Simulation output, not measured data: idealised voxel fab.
process module | voxel released beams
cross-section cut | 145 nm wide | cells 5 nm
A cross-section is a grid of square cells, given in bands from the top down. A band is one or more rows of cells.
Each band's line starts with the height of the band's top and of its bottom, in nm. Then come its materials from left to right, each with its width in nm. One material with "throughout" fills the band from edge to edge. "air" is empty space.
Height 0 is the level under which the wafer as received is all one material. The lowest band goes on downwards, as in "0 down".
A width such as "30 to 40" changes by the same amount from each row of cells to the next, from the band's top row to its bottom row.
"no change" after a step means that no cell of the cross-section changed.
closed voids: empty space of 8 cells or more with no open way to the top, each as width x height at its distance from the left edge, in nm
after a step's settings: what the simulator itself notes on the step
overlay nm, on a step with a mask: how far to the right of its planned place the mask lay; to the left if negative
plan
1 op RECEIVE | material Si
2 op CONFORMAL_DEP | material SiN | thk nm 10
3 op DIRECTIONAL_DEP | material SiO2 | thk nm 10
4 op DIRECTIONAL_DEP | material aC | thk nm 10
5 op PATTERN | tone open | mask id ANCHOR | material resist | width nm 30 | thk nm 30 | overlay nm 0
6 op DIRECTIONAL_ETCH | etch materials aC | depth nm 10
7 op STRIP | etch materials resist
8 op DIRECTIONAL_ETCH | etch materials SiO2 | depth nm 10
9 op STRIP | etch materials aC
10 op CONFORMAL_DEP | material TiN | thk nm 10
11 op DIRECTIONAL_DEP | material aC | thk nm 15
12 op PATTERN | tone cover | mask id BEAM | material resist | width nm 90 | thk nm 35 | overlay nm 0
13 op DIRECTIONAL_ETCH | etch materials aC | depth nm 15
14 op STRIP | etch materials resist
15 op DIRECTIONAL_ETCH | etch materials TiN | depth nm 10
16 op STRIP | etch materials aC
17 op STRIP | etch materials SiO2
first wafer, as planned
as received, after step 1
  0 down: Si throughout
  closed voids: none
after step 2
  10 to 0: SiN throughout
  below 0: unchanged
after step 3
  20 to 10: SiO2 throughout
  below 10: unchanged
after step 4
  30 to 20: aC throughout
  below 20: unchanged
after step 5
  60 to 30: resist 30 | air 30 | resist 85
  below 30: unchanged
after step 6
  50 to 30: resist 30 | air 30 | resist 85
  30 to 20: aC 30 | air 30 | aC 85
  below 20: unchanged
after step 7
  30 to 20: aC 30 | air 30 | aC 85
  below 20: unchanged
after step 8
  30 to 20: aC 30 | air 30 | aC 85
  20 to 10: SiO2 30 | air 30 | SiO2 85
  below 10: unchanged
after step 9
  20 to 10: SiO2 30 | air 30 | SiO2 85
  below 10: unchanged
after step 10
  30 to 20: TiN 40 | air 10 | TiN 95
  20 to 10: SiO2 30 | TiN 30 | SiO2 85
  below 10: unchanged
after step 11
  45 to 35: aC 40 | air 10 | aC 95
  35 to 30: aC throughout
  30 to 20: TiN 40 | aC 10 | TiN 95
  below 20: unchanged
after step 12
  80 to 45: air 25 | resist 90 | air 30
  45 to 35: aC 40 | resist 10 | aC 95
  below 35: unchanged
after step 13
  65 to 45: air 25 | resist 90 | air 30
  45 to 35: air 25 | aC 15 | resist 10 | aC 65 | air 30
  35 to 30: air 25 | aC 90 | air 30
  below 30: unchanged
after step 14
  45 to 35: air 25 | aC 15 | air 10 | aC 65 | air 30
  below 35: unchanged
after step 15
  45 to 35: air 25 | aC 15 | air 10 | aC 65 | air 30
  35 to 30: air 25 | aC 90 | air 30
  30 to 20: air 25 | TiN 15 | aC 10 | TiN 65 | air 30
  below 20: unchanged
after step 16
  30 to 20: air 25 | TiN 15 | air 10 | TiN 65 | air 30
  below 20: unchanged
after step 17
  30 to 20: air 25 | TiN 15 | air 10 | TiN 65 | air 30
  20 to 10: air 30 | TiN 30 | air 85
  below 10: unchanged
second wafer: like start, like plan, one mistake. Through step 4 it matches the first wafer
when step 5 should have ended
  60 to 30: air 30 | resist 30 | air 85
  below 30: unchanged
when step 6 should have ended
  50 to 30: air 30 | resist 30 | air 85
  30 to 20: air 30 | aC 30 | air 85
  below 20: unchanged
when step 7 should have ended
  30 to 20: air 30 | aC 30 | air 85
  below 20: unchanged
when step 8 should have ended
  30 to 20: air 30 | aC 30 | air 85
  20 to 10: air 30 | SiO2 30 | air 85
  below 10: unchanged
when step 9 should have ended
  20 to 10: air 30 | SiO2 30 | air 85
  below 10: unchanged
when step 10 should have ended
  30 to 20: air 20 | TiN 50 | air 75
  20 to 10: TiN 30 | SiO2 30 | TiN 85
  below 10: unchanged
when step 11 should have ended
  45 to 35: air 20 | aC 50 | air 75
  35 to 30: aC throughout
  30 to 20: aC 20 | TiN 50 | aC 75
  below 20: unchanged
when step 12 should have ended
  80 to 45: air 25 | resist 90 | air 30
  45 to 35: air 20 | aC 50 | resist 45 | air 30
  below 35: unchanged
when step 13 should have ended
  65 to 45: air 25 | resist 90 | air 30
  45 to 35: air 25 | aC 45 | resist 45 | air 30
  35 to 30: air 25 | aC 90 | air 30
  30 to 20: air 20 | TiN 50 | aC 45 | air 30
  below 20: unchanged
when step 14 should have ended
  45 to 35: air 25 | aC 45 | air 75
  below 35: unchanged
when step 15 should have ended
  45 to 35: air 25 | aC 45 | air 75
  35 to 30: air 25 | aC 90 | air 30
  30 to 20: air 25 | TiN 45 | aC 45 | air 30
  20 to 10: air 20 | TiN 10 | SiO2 30 | TiN 55 | air 30
  below 10: unchanged
when step 16 should have ended
  30 to 20: air 25 | TiN 45 | air 75
  below 20: unchanged
when step 17 should have ended: no change
what went wrong: step 5 ran as: op PATTERN | tone cover | mask id ANCHOR | material resist | width nm 30 | thk nm 30 | overlay nm 0
at the end the second wafer has, in cells: 12 more of SiO2
